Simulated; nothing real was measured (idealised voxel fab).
Documented hereafter: the process module known as voxel tone inversion.
For reference, the cross-section in this document is cut, with width 145 nm and square cells of 5 nm.
Cross-section format: a grid of square cells, given as bands from top to bottom; each band is one or more rows of cells. Top height, bottom height, nm. Materials left to right, width each, nm. Single material + "throughout" = fills band edge to edge. "empty" = empty. Height datum 0, below which the as-received substrate wafer is one material. Lowest band open at the bottom, running downward: "top 0, no bottom". A two-number width, for instance "30->40", indicates that the width is equal to the first number in the top row of the band and to the second number in the bottom row, and that it changes by a constant amount per row of cells. Step marked "left unchanged"? Then no cell in the cross-section changed in it. Any empty space of 8 cells or more lacking an open way to the top shows up in "Trapped cavities" as width x height at distance, distance from the left edge, in nm. Past the settings on a step's line: simulator remark, on that step. For masked steps, "overlay nm" on the step line gives how far right of plan the mask actually lay; a minus sign means it lay to the left.

Process steps (planned):
| 1 | RECEIVE: material Si |
| 2 | CONFORMAL_DEP: material SiCN, thk nm 10 |
| 3 | DIRECTIONAL_DEP: material polySi, thk nm 15 |
| 4 | PATTERN: tone cover, mask id POSTS, material resist, width nm 20, pitch nm 40, thk nm 25, overlay nm 0 |
| 5 | DIRECTIONAL_ETCH: etch materials polySi, depth nm 15 |
| 6 | STRIP: etch materials resist |
| 7 | FILL_DEP: material lowk, thk nm 5 |
| 8 | CMP: height nm 15 |
| 9 | STRIP: etch materials polySi |
| 10 | CONFORMAL_DEP: material TiN, thk nm 5 |
| 11 | FILL_DEP: material Cu, thk nm 10 |
| 12 | CMP: height nm 25 |
| 13 | CONFORMAL_DEP: material SiN, thk nm 5 |
Don't read the plan's height nm for step 8 as applying to every wafer: that's the first wafer's value, and the wafers differ in it, though they all start identical.

First of several wafers (as received, post step 1), cross-sectional view:
top 0, no bottom | Si throughout
Trapped cavities: none

Per wafer, end of module: cells gained (+) or lost (-) per material since receipt, then closed voids:
height nm 15; +35 Cu; +58 SiCN; +29 SiN; +35 TiN; +17 lowk; Trapped cavities: none
height nm 20; +12 Cu; +58 SiCN; +29 SiN; +41 TiN; +34 lowk; Trapped cavities: none
height nm 25; +12 Cu; +58 SiCN; +29 SiN; +24 TiN; +51 lowk; Trapped cavities: none
height nm 30; +58 SiCN; +29 SiN; +51 lowk; +36 polySi; Trapped cavities: none
